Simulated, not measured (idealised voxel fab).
process module | voxel transistor to metal
cross-section cut | 160 nm wide | cells 5 nm
A cross-section is a grid of square cells, given in bands from the top down. A band is one or more rows of cells.
Each band's line starts with the height of the band's top and of its bottom, in nm. Then come its materials from left to right, each with its width in nm. One material with "throughout" fills the band from edge to edge. "air" is empty space.
Height 0 is the level under which the wafer as received is all one material. The lowest band goes on downwards, as in "0 down".
A width such as "30 to 40" changes by the same amount from each row of cells to the next, from the band's top row to its bottom row.
"no change" after a step means that no cell of the cross-section changed.
closed voids: empty space of 8 cells or more with no open way to the top, each as width x height at its distance from the left edge, in nm
after a step's settings: what the simulator itself notes on the step
overlay nm, on a step with a mask: how far to the right of its planned place the mask lay; to the left if negative
plan
1 op RECEIVE | material Si
2 op CONFORMAL_DEP | material SiO2 | thk nm 5
3 op CONFORMAL_DEP | material SiN | thk nm 15
4 op PATTERN | tone cover | mask id ACTIVE | material resist | width nm 95 | thk nm 15 | overlay nm 0
5 op DIRECTIONAL_ETCH | etch materials SiN | depth nm 15
6 op DIRECTIONAL_ETCH | etch materials SiO2 | depth nm 5
7 op DIRECTIONAL_ETCH | etch materials Si | depth nm 20
8 op STRIP | etch materials resist
9 op FILL_DEP | material SiO2 | thk nm 15
10 op CMP | height nm 20
11 op SELECTIVE_ETCH | etch materials SiO2 | depth nm 10
12 op STRIP | etch materials SiN
13 op SELECTIVE_ETCH | etch materials SiO2 | depth nm 5
14 op OXIDIZE | depth nm 5
15 op DIRECTIONAL_DEP | material polySi | thk nm 25
16 op DIRECTIONAL_DEP | material SiCN | thk nm 15
17 op PATTERN | tone cover | mask id GATE | material resist | width nm 25 | thk nm 15 | overlay nm 0
18 op DIRECTIONAL_ETCH | etch materials SiCN | depth nm 25
19 op DIRECTIONAL_ETCH | etch materials polySi | depth nm 35
20 op STRIP | etch materials resist
21 op CONFORMAL_DEP | material SiO2 | thk nm 5
22 op DIRECTIONAL_ETCH | etch materials SiO2 | depth nm 5
23 op CONFORMAL_DEP | material SiN | thk nm 5
24 op DIRECTIONAL_ETCH | etch materials SiN | depth nm 5
25 op DIRECTIONAL_ETCH | etch materials SiO2 | depth nm 5
26 op DIRECTIONAL_ETCH | etch materials Si | depth nm 15
27 op EPI | material SiGe | thk nm 15
28 op FILL_DEP | material SiO2 | thk nm 5
29 op CMP | height nm 25
30 op STRIP | etch materials polySi
31 op SELECTIVE_ETCH | etch materials SiO2 | depth nm 5
32 op CONFORMAL_DEP | material HfO2 | thk nm 5
33 op CONFORMAL_DEP | material TiN | thk nm 5
34 op FILL_DEP | material W | thk nm 5
35 op CMP | height nm 20
36 op DIRECTIONAL_DEP | material SiO2 | thk nm 15
37 op PATTERN | tone open | mask id CONTACT | material resist | width nm 15 | pitch nm 70 | thk nm 20 | overlay nm 0
38 op DIRECTIONAL_ETCH | etch materials SiO2 | depth nm 25
39 op STRIP | etch materials resist
40 op CONFORMAL_DEP | material TiN | thk nm 5
41 op FILL_DEP | material Ru | thk nm 10
42 op CMP | height nm 35
43 op DIRECTIONAL_DEP | material TiN | thk nm 5
44 op DIRECTIONAL_DEP | material W | thk nm 25
45 op PATTERN | tone cover | mask id METAL_1 | material resist | width nm 15 | pitch nm 70 | thk nm 20 | overlay nm 0
46 op DIRECTIONAL_ETCH | etch materials W | depth nm 25
47 op DIRECTIONAL_ETCH | etch materials TiN | depth nm 5
48 op STRIP | etch materials resist
49 op FILL_DEP | material SiO2 | thk nm 5
50 op CMP | height nm 65
51 op CONFORMAL_DEP | material SiCN | thk nm 5
52 op DIRECTIONAL_DEP | material SiO2 | thk nm 30
53 op PATTERN | tone open | mask id METAL_2 | material resist | width nm 15 | pitch nm 70 | thk nm 20 | overlay nm 0
54 op DIRECTIONAL_ETCH | etch materials SiO2 | depth nm 20
55 op STRIP | etch materials resist
56 op MASKED_ETCH | tone open | mask id METAL_2_HOLES | width nm 15 | pitch nm 70 | etch materials SiO2 | depth nm 10 | overlay nm 0
57 op MASKED_ETCH | tone open | mask id METAL_2_HOLES | width nm 15 | pitch nm 70 | etch materials SiCN | depth nm 5 | overlay nm 0
58 op CONFORMAL_DEP | material TiN | thk nm 5
59 op FILL_DEP | material Ru | thk nm 5
60 op CMP | height nm 100
61 op CONFORMAL_DEP | material SiCN | thk nm 5
as received, after step 1
  0 down: Si throughout
  closed voids: none
first wafer at the end, as planned
  105 to 100: SiCN throughout
  100 to 70: SiO2 35 | TiN 5 | Ru 5 | TiN 5 | SiO2 55 | TiN 5 | Ru 5 | TiN 5 | SiO2 40
  70 to 65: SiCN 35 | TiN 15 | SiCN 55 | TiN 15 | SiCN 40
  65 to 40: SiO2 35 | W 15 | SiO2 55 | W 15 | SiO2 40
  40 to 35: SiO2 35 | TiN 15 | SiO2 55 | TiN 15 | SiO2 40
  35 to 20: SiO2 35 | TiN 5 | Ru 5 | TiN 5 | SiO2 55 | TiN 5 | Ru 5 | TiN 5 | SiO2 40
  20 to 15: SiO2 35 | TiN 5 | Ru 5 | TiN 5 | SiO2 5 | SiN 5 | HfO2 5 | TiN 5 | W 15 | TiN 5 | HfO2 5 | SiN 5 | SiO2 5 | TiN 5 | Ru 5 | TiN 5 | SiO2 40
  15 to 10: SiO2 35 | TiN 15 | SiO2 5 | SiN 5 | HfO2 5 | TiN 5 | W 15 | TiN 5 | HfO2 5 | SiN 5 | SiO2 5 | TiN 15 | SiO2 40
  10 to 5: SiO2 30 | SiGe 25 | SiN 5 | HfO2 5 | TiN 5 | W 15 | TiN 5 | HfO2 5 | SiN 5 | SiGe 25 | SiO2 35
  5 to 0: SiO2 30 | SiN 5 | SiGe 20 | SiN 5 | HfO2 5 | TiN 25 | HfO2 5 | SiN 5 | SiGe 20 | SiN 5 | SiO2 35
  0 to -5: SiO2 35 | SiGe 20 | SiO2 5 | HfO2 35 | SiO2 5 | SiGe 20 | SiO2 40
  -5 to -20: SiO2 30 | Si 5 | SiGe 20 | Si 45 | SiGe 20 | Si 5 | SiO2 35
  -20 down: Si throughout
  closed voids: none
second wafer at the end: like start, like plan, one mistake
  105 to 100: SiCN throughout
  100 to 70: SiO2 35 | TiN 5 | Ru 5 | TiN 5 | SiO2 55 | TiN 5 | Ru 5 | TiN 5 | SiO2 40
  70 to 65: SiCN 35 | TiN 15 | SiCN 55 | TiN 15 | SiCN 40
  65 to 60: SiO2 35 | TiN 15 | SiO2 55 | TiN 15 | SiO2 40
  60 to 35: W throughout
  35 to 20: SiO2 35 | TiN 5 | Ru 5 | TiN 5 | SiO2 55 | TiN 5 | Ru 5 | TiN 5 | SiO2 40
  20 to 15: SiO2 35 | TiN 5 | Ru 5 | TiN 5 | SiO2 5 | SiN 5 | HfO2 5 | TiN 5 | W 15 | TiN 5 | HfO2 5 | SiN 5 | SiO2 5 | TiN 5 | Ru 5 | TiN 5 | SiO2 40
  15 to 10: SiO2 35 | TiN 15 | SiO2 5 | SiN 5 | HfO2 5 | TiN 5 | W 15 | TiN 5 | HfO2 5 | SiN 5 | SiO2 5 | TiN 15 | SiO2 40
  10 to 5: SiO2 30 | SiGe 25 | SiN 5 | HfO2 5 | TiN 5 | W 15 | TiN 5 | HfO2 5 | SiN 5 | SiGe 25 | SiO2 35
  5 to 0: SiO2 30 | SiN 5 | SiGe 20 | SiN 5 | HfO2 5 | TiN 25 | HfO2 5 | SiN 5 | SiGe 20 | SiN 5 | SiO2 35
  0 to -5: SiO2 35 | SiGe 20 | SiO2 5 | HfO2 35 | SiO2 5 | SiGe 20 | SiO2 40
  -5 to -20: SiO2 30 | Si 5 | SiGe 20 | Si 45 | SiGe 20 | Si 5 | SiO2 35
  -20 down: Si throughout
  closed voids: none
what went wrong: steps 43 and 44 were swapped
at the end the second wafer has, in cells: 130 fewer of SiO2 | 130 more of W
